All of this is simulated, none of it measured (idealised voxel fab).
process module | voxel ribs on slabs
cross-section cut | 260 nm wide | cells 5 nm
A cross-section is a grid of square cells, given in bands from the top down. A band is one or more rows of cells.
Each band's line starts with the height of the band's top and of its bottom, in nm. Then come its materials from left to right, each with its width in nm. One material with "throughout" fills the band from edge to edge. "air" is empty space.
Height 0 is the level under which the wafer as received is all one material. The lowest band goes on downwards, as in "0 down".
A width such as "30 to 40" changes by the same amount from each row of cells to the next, from the band's top row to its bottom row.
"no change" after a step means that no cell of the cross-section changed.
closed voids: empty space of 8 cells or more with no open way to the top, each as width x height at its distance from the left edge, in nm
after a step's settings: what the simulator itself notes on the step
overlay nm, on a step with a mask: how far to the right of its planned place the mask lay; to the left if negative
plan
1 op RECEIVE | material Si
2 op DIRECTIONAL_DEP | material SiO2 | thk nm 25
3 op DIRECTIONAL_DEP | material SiN | thk nm 20
4 op MASKED_ETCH | tone cover | mask id RIB | width nm 30 | etch materials SiN | depth nm 5 | overlay nm 0
5 op DIRECTIONAL_DEP | material aC | thk nm 10
6 op PATTERN | tone cover | mask id SLAB | material resist | width nm 80 | thk nm 25 | overlay nm 0
7 op DIRECTIONAL_ETCH | etch materials aC | depth nm 10
8 op STRIP | etch materials resist
9 op DIRECTIONAL_ETCH | etch materials SiN | depth nm 15
10 op STRIP | etch materials aC
11 op FILL_DEP | material SiO2 | thk nm 20
12 op CMP | height nm 55
13 op DIRECTIONAL_DEP | material W | thk nm 10
14 op MASKED_ETCH | tone cover | mask id HEATER | width nm 40 | etch materials W | depth nm 10 | overlay nm -15
15 op CONFORMAL_DEP | material SiN | thk nm 5
varied across the wafers: overlay nm of step 14. The plan shows the first wafer's value. All wafers start alike
first wafer as received, after step 1
  0 down: Si throughout
  closed voids: none
first wafer at the end, after step 15
  70 to 65: air 90 | SiN 50 | air 120
  65 to 60: air 90 | SiN 5 | W 40 | SiN 5 | air 120
  60 to 55: SiN 95 | W 40 | SiN 125
  55 to 45: SiO2 throughout
  45 to 40: SiO2 115 | SiN 30 | SiO2 115
  40 to 25: SiO2 90 | SiN 80 | SiO2 90
  25 to 0: SiO2 throughout
  0 down: Si throughout
  closed voids: none
last wafer at the end
  70 to 65: air 120 | SiN 50 | air 90
  65 to 60: air 120 | SiN 5 | W 40 | SiN 5 | air 90
  60 to 55: SiN 125 | W 40 | SiN 95
  55 to 45: SiO2 throughout
  45 to 40: SiO2 115 | SiN 30 | SiO2 115
  40 to 25: SiO2 90 | SiN 80 | SiO2 90
  25 to 0: SiO2 throughout
  0 down: Si throughout
  closed voids: none
each wafer at the end: cells of each material gained (+) or lost (-) since it was received, then its closed voids
overlay nm -15 | +110 SiN | +518 SiO2 | +16 W | closed voids: none
overlay nm -10 | +110 SiN | +518 SiO2 | +16 W | closed voids: none
overlay nm -5 | +110 SiN | +518 SiO2 | +16 W | closed voids: none
overlay nm 0 | +110 SiN | +518 SiO2 | +16 W | closed voids: none
overlay nm 5 | +110 SiN | +518 SiO2 | +16 W | closed voids: none
overlay nm 10 | +110 SiN | +518 SiO2 | +16 W | closed voids: none
overlay nm 15 | +110 SiN | +518 SiO2 | +16 W | closed voids: none
